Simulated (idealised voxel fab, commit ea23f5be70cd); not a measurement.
This section sets out a process module, namely voxel gate over fins.
Each square cell in cross-section cut measures 5 nm, and the section as a whole is 240 nm wide.
This document writes a cross-section as a grid whose cells are square, and gives it as bands, listed from the top down; one or more rows of cells form a band.
Basically the band line says how high the top is and how high the bottom is, in nm, and then what's in it from left to right, every material with its width in nm. Empty space shows up as "empty", and if a single material carries "edge to edge" it runs the full band edge to edge.
Basically, 0 is our baseline, since under it the wafer straight out of the box is all one material. The bottom band has no lower end and keeps on going down, so it looks like "from 0 down".
Width "30->40": first value at the band's top row of cells, second value at its bottom row, equal change from row to row.
"no change" for a step: no cell of the cross-section changed in that step.
"Unvented internal voids": sealed empty spaces, 8 cells or more, no open way to top, listed width x height at distance, with distance from the left edge and width, height and distance in nm.
Formally, on a step line, whatever follows the settings is a remark that the simulator itself makes on the step.
overlay nm: for a step with a mask, the amount by which the mask lay right of where it was planned; a negative amount means left of it.

Planned step list for the process:
1) op RECEIVE | material Si
2) op CONFORMAL_DEP | material SiN | thk nm 5
3) op MASKED_ETCH | tone cover | mask id FINS | width nm 15 | pitch nm 40 | etch materials SiN | depth nm 5 | overlay nm 0
4) op MASKED_ETCH | tone cover | mask id FINS | width nm 15 | pitch nm 40 | etch materials Si | depth nm 40 | overlay nm 0
5) op FILL_DEP | material SiO2 | thk nm 10
6) op CMP | height nm 5
7) op SELECTIVE_ETCH | etch materials SiO2 | depth nm 20
8) op STRIP | etch materials SiN
9) op CONFORMAL_DEP | material HfO2 | thk nm 5
10) op CONFORMAL_DEP | material TiN | thk nm 5
11) op CONFORMAL_DEP | material TiAl | thk nm 5
12) op CONFORMAL_DEP | material TiN | thk nm 5
13) op FILL_DEP | material W | thk nm 10
14) op CMP | height nm 25
15) op CONFORMAL_DEP | material SiN | thk nm 5

As-received wafer cross-section (after step 1):
from 0 down: Si edge to edge
Unvented internal voids: none

One mistake in running the module, otherwise start and plan as above: cross-section at the end:
from 30 to 25: SiN edge to edge
from 25 to 15: W edge to edge
from 15 to 10: W 35 nm / TiN 165 nm / W 40 nm
from 10 to 5: W 35 nm / TiN 5 nm / TiAl 35 nm / TiN 5 nm / TiAl 35 nm / TiN 5 nm / TiAl 35 nm / TiN 5 nm / TiAl 35 nm / TiN 5 nm / W 40 nm
from 5 to 0: W 35 nm / TiN 5 nm / TiAl 5 nm / TiN 25 nm / TiAl 5 nm / TiN 5 nm / TiAl 5 nm / TiN 25 nm / TiAl 5 nm / TiN 5 nm / TiAl 5 nm / TiN 25 nm / TiAl 5 nm / TiN 5 nm / TiAl 5 nm / TiN 25 nm / TiAl 5 nm / TiN 5 nm / W 40 nm
from 0 to -5: TiN 40 nm / TiAl 5 nm / TiN 5 nm / Si 15 nm / TiN 5 nm / TiAl 5 nm / TiN 5 nm / TiAl 5 nm / TiN 5 nm / Si 15 nm / TiN 5 nm / TiAl 5 nm / TiN 5 nm / TiAl 5 nm / TiN 5 nm / Si 15 nm / TiN 5 nm / TiAl 5 nm / TiN 5 nm / TiAl 5 nm / TiN 5 nm / Si 15 nm / TiN 5 nm / TiAl 5 nm / TiN 45 nm
from -5 to -10: TiAl 45 nm / TiN 5 nm / Si 15 nm / TiN 5 nm / TiAl 15 nm / TiN 5 nm / Si 15 nm / TiN 5 nm / TiAl 15 nm / TiN 5 nm / Si 15 nm / TiN 5 nm / TiAl 15 nm / TiN 5 nm / Si 15 nm / TiN 5 nm / TiAl 50 nm
from -10 to -15: TiN 50 nm / Si 15 nm / TiN 25 nm / Si 15 nm / TiN 25 nm / Si 15 nm / TiN 25 nm / Si 15 nm / TiN 55 nm
from -15 to -40: SiO2 50 nm / Si 15 nm / SiO2 25 nm / Si 15 nm / SiO2 25 nm / Si 15 nm / SiO2 25 nm / Si 15 nm / SiO2 55 nm
from -40 down: Si edge to edge
Unvented internal voids: none
The plan and the run diverged here: it should be noted that step 9 of the plan was omitted and was not performed
